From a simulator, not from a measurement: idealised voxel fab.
The process module presented herein is designated voxel transistor to metal.
We display cut, a cross-section 200 nm in width whose square cells are each 5 nm.
For the purposes of this document, a cross-section shall be understood as a grid of square cells, specified as bands listed in top-to-bottom order, each band consisting of one or more rows of cells.
The entry gives the band's vertical extent as a top height and a bottom height in nm, then its horizontal make-up as materials from left to right, each with a width in nm. "air" stands for empty space; a single material marked "all across" fills the band edge to edge.
The reference from which all heights are counted is 0, the level beneath which the as-received wafer is entirely one material; the lowest band, having no lower bound, proceeds downward and is written after the example "from 0 down".
A two-number width, for instance "30..40", indicates that the width is equal to the first number in the top row of the band and to the second number in the bottom row, and that it changes by a constant amount per row of cells.
"remains unaltered" means the step left every cell of the cross-section as it was.
Empty spaces without an open route to the top, at least 8 cells in extent, make up the entry "Unvented cavities"; each is given as width x height at distance, where the distance is measured from the left edge, and all are in nm.
after a step's settings: what the simulator itself notes on the step
Regarding "overlay nm": on a step with a mask, it is the distance the mask lay to the right of its planned place; a negative value places it to the left.

# Intended process steps
1,RECEIVE,material Si
2,OXIDIZE,depth nm 5
3,CONFORMAL_DEP,material SiN,thk nm 10
4,DIRECTIONAL_DEP,material aC,thk nm 10
5,PATTERN,tone cover,mask id ACTIVE,material resist,width nm 115,thk nm 30,overlay nm 0
6,DIRECTIONAL_ETCH,etch materials aC,depth nm 10
7,STRIP,etch materials resist
8,DIRECTIONAL_ETCH,etch materials SiN,depth nm 10
9,DIRECTIONAL_ETCH,etch materials SiO2,depth nm 5
10,DIRECTIONAL_ETCH,etch materials Si,depth nm 20
11,STRIP,etch materials aC
12,OXIDIZE,depth nm 5
13,FILL_DEP,material SiO2,thk nm 5
14,CMP,height nm 10
15,SELECTIVE_ETCH,etch materials SiO2,depth nm 5
16,STRIP,etch materials SiN
17,SELECTIVE_ETCH,etch materials SiO2,depth nm 5
18,OXIDIZE,depth nm 5
19,DIRECTIONAL_DEP,material polySi,thk nm 25
20,DIRECTIONAL_DEP,material SiCN,thk nm 15
21,PATTERN,tone cover,mask id GATE,material resist,width nm 35,thk nm 15,overlay nm 0
22,DIRECTIONAL_ETCH,etch materials SiCN,depth nm 25
23,DIRECTIONAL_ETCH,etch materials polySi,depth nm 35
24,STRIP,etch materials resist
25,CONFORMAL_DEP,material SiN,thk nm 5
26,DIRECTIONAL_ETCH,etch materials SiN,depth nm 5
27,DIRECTIONAL_ETCH,etch materials SiO2,depth nm 5
28,DIRECTIONAL_ETCH,etch materials Si,depth nm 10
29,EPI,material pSi,thk nm 15
30,FILL_DEP,material SiO2,thk nm 10
31,CMP,height nm 20
32,STRIP,etch materials polySi
33,SELECTIVE_ETCH,etch materials SiO2,depth nm 5
34,CONFORMAL_DEP,material HfO2,thk nm 5
35,CONFORMAL_DEP,material TiN,thk nm 5
36,FILL_DEP,material W,thk nm 10
37,CMP,height nm 15
38,DIRECTIONAL_DEP,material SiO2,thk nm 10
39,MASKED_ETCH,tone open,mask id CONTACT,width nm 15,pitch nm 80,etch materials SiO2,depth nm 30,overlay nm 0
40,CONFORMAL_DEP,material TiN,thk nm 5
41,FILL_DEP,material Ru,thk nm 10
42,CMP,height nm 25
43,CONFORMAL_DEP,material SiN,thk nm 5
44,DIRECTIONAL_DEP,material SiO2,thk nm 20
45,MASKED_ETCH,tone open,mask id METAL_1,width nm 15,pitch nm 80,etch materials SiO2,depth nm 20,overlay nm 0
46,MASKED_ETCH,tone open,mask id METAL_1,width nm 15,pitch nm 80,etch materials SiN,depth nm 5,overlay nm 0
47,CONFORMAL_DEP,material TiN,thk nm 5
48,FILL_DEP,material Cu,thk nm 5
49,CMP,height nm 50
50,EPI,material Ru,thk nm 5
51,FILL_DEP,material SiCN,thk nm 5

# As-received state of the wafer in cross-section, equivalent to post-step 1
	from 0 down | Si all across
	Unvented cavities: none

# Post-module cross-section of the first of two wafers (run per plan)
	from 60 to 55 | SiCN all across
	from 55 to 50 | SiCN 45 nm | Ru 25 nm | SiCN 55 nm | Ru 25 nm | SiCN 50 nm
	from 50 to 30 | SiO2 50 nm | TiN 5 nm | Cu 5 nm | TiN 5 nm | SiO2 65 nm | TiN 5 nm | Cu 5 nm | TiN 5 nm | SiO2 55 nm
	from 30 to 25 | SiN 50 nm | TiN 15 nm | SiN 65 nm | TiN 15 nm | SiN 55 nm
	from 25 to 15 | SiO2 50 nm | TiN 5 nm | Ru 5 nm | TiN 5 nm | SiO2 65 nm | TiN 5 nm | Ru 5 nm | TiN 5 nm | SiO2 55 nm
	from 15 to 10 | SiO2 50 nm | TiN 5 nm | Ru 5 nm | TiN 5 nm | SiO2 10 nm | SiN 5 nm | HfO2 5 nm | TiN 5 nm | W 15 nm | TiN 5 nm | HfO2 5 nm | SiN 5 nm | SiO2 10 nm | TiN 5 nm | Ru 5 nm | TiN 5 nm | SiO2 55 nm
	from 10 to 5 | SiO2 50 nm | TiN 15 nm | SiO2 10 nm | SiN 5 nm | HfO2 5 nm | TiN 5 nm | W 15 nm | TiN 5 nm | HfO2 5 nm | SiN 5 nm | SiO2 10 nm | TiN 15 nm | SiO2 55 nm
	from 5 to 0 | SiO2 50 nm | TiN 10 nm | pSi 15 nm | SiN 5 nm | HfO2 5 nm | TiN 5 nm | W 15 nm | TiN 5 nm | HfO2 5 nm | SiN 5 nm | pSi 15 nm | TiN 10 nm | SiO2 55 nm
	from 0 to -5 | SiO2 35 nm | SiN 5 nm | SiO2 10 nm | TiN 10 nm | pSi 15 nm | SiN 5 nm | HfO2 5 nm | TiN 25 nm | HfO2 5 nm | SiN 5 nm | pSi 15 nm | TiN 10 nm | SiO2 10 nm | SiN 5 nm | SiO2 40 nm
	from -5 to -10 | SiO2 40 nm | pSi 35 nm | HfO2 45 nm | pSi 35 nm | SiO2 45 nm
	from -10 to -20 | SiO2 45 nm | pSi 30 nm | Si 45 nm | pSi 30 nm | SiO2 50 nm
	from -20 to -30 | SiO2 45 nm | Si 105 nm | SiO2 50 nm
	from -30 down | Si all across
	Unvented cavities: none

# Second wafer cross-section at end of module - shared start and plan with the first, one mistake in the run
	from 60 to 55 | SiCN all across
	from 55 to 50 | SiCN 45 nm | Ru 25 nm | SiCN 55 nm | Ru 25 nm | SiCN 50 nm
	from 50 to 30 | SiO2 50 nm | TiN 5 nm | Cu 5 nm | TiN 5 nm | SiO2 65 nm | TiN 5 nm | Cu 5 nm | TiN 5 nm | SiO2 55 nm
	from 30 to 25 | SiN 50 nm | TiN 15 nm | SiN 65 nm | TiN 15 nm | SiN 55 nm
	from 25 to 20 | Ru 45 nm | TiN 5 nm | SiO2 15 nm | TiN 5 nm | Ru 55 nm | TiN 5 nm | SiO2 15 nm | TiN 5 nm | Ru 50 nm
	from 20 to 15 | Ru 45 nm | TiN 5 nm | SiO2 15 nm | TiN 65 nm | SiO2 15 nm | TiN 5 nm | Ru 50 nm
	from 15 to 5 | Ru 45 nm | TiN 5 nm | SiO2 15 nm | TiN 10 nm | SiN 5 nm | HfO2 5 nm | TiN 5 nm | W 15 nm | TiN 5 nm | HfO2 5 nm | SiN 5 nm | TiN 10 nm | SiO2 15 nm | TiN 5 nm | Ru 50 nm
	from 5 to 0 | Ru 30 nm | TiN 20 nm | SiO2 10 nm | pSi 15 nm | SiN 5 nm | HfO2 5 nm | TiN 5 nm | W 15 nm | TiN 5 nm | HfO2 5 nm | SiN 5 nm | pSi 15 nm | SiO2 10 nm | TiN 20 nm | Ru 35 nm
	from 0 to -5 | TiN 35 nm | SiN 5 nm | TiN 10 nm | SiO2 10 nm | pSi 15 nm | SiN 5 nm | HfO2 5 nm | TiN 25 nm | HfO2 5 nm | SiN 5 nm | pSi 15 nm | SiO2 10 nm | TiN 10 nm | SiN 5 nm | TiN 40 nm
	from -5 to -10 | SiO2 40 nm | pSi 35 nm | HfO2 45 nm | pSi 35 nm | SiO2 45 nm
	from -10 to -20 | SiO2 45 nm | pSi 30 nm | Si 45 nm | pSi 30 nm | SiO2 50 nm
	from -20 to -30 | SiO2 45 nm | Si 105 nm | SiO2 50 nm
	from -30 down | Si all across
	Unvented cavities: none
Processing error: the process deviated at step 39: the operation and settings actually run there were MASKED_ETCH,tone cover,mask id CONTACT,width nm 15,pitch nm 80,etch materials SiO2,depth nm 30,overlay nm 0
End check, counted in cells, second wafer has more or fewer of these materials than the first: Ru: 94 more; SiO2: 126 fewer; TiN: 32 more
